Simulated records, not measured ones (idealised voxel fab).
process module | voxel lift off
cross-section cut | 265 nm wide | cells 5 nm
A cross-section is a grid of square cells, given in bands from the top down. A band is one or more rows of cells.
Each band's line starts with the height of the band's top and of its bottom, in nm. Then come its materials from left to right, each with its width in nm. One material with "throughout" fills the band from edge to edge. "air" is empty space.
Height 0 is the level under which the wafer as received is all one material. The lowest band goes on downwards, as in "0 down".
A width such as "30 to 40" changes by the same amount from each row of cells to the next, from the band's top row to its bottom row.
"no change" after a step means that no cell of the cross-section changed.
closed voids: empty space of 8 cells or more with no open way to the top, each as width x height at its distance from the left edge, in nm
after a step's settings: what the simulator itself notes on the step
overlay nm, on a step with a mask: how far to the right of its planned place the mask lay; to the left if negative
plan
1 op RECEIVE | material Si
2 op CONFORMAL_DEP | material SiO2 | thk nm 5
3 op PATTERN | tone open | mask id LINES | material resist | width nm 15 | pitch nm 50 | thk nm 30 | overlay nm 0
4 op DIRECTIONAL_DEP | material Ru | thk nm 15
5 op STRIP | etch materials resist
6 op CONFORMAL_DEP | material SiO2 | thk nm 5
varied across the wafers: width nm of step 3. The plan shows the first wafer's value. All wafers start alike
first wafer as received, after step 1
  0 down: Si throughout
  closed voids: none
each wafer at the end: cells of each material gained (+) or lost (-) since it was received, then its closed voids
width nm 15 | +18 Ru | +118 SiO2 | closed voids: none
width nm 20 | +24 Ru | +118 SiO2 | closed voids: none
width nm 25 | +30 Ru | +118 SiO2 | closed voids: none
width nm 30 | +36 Ru | +118 SiO2 | closed voids: none
width nm 35 | +42 Ru | +118 SiO2 | closed voids: none
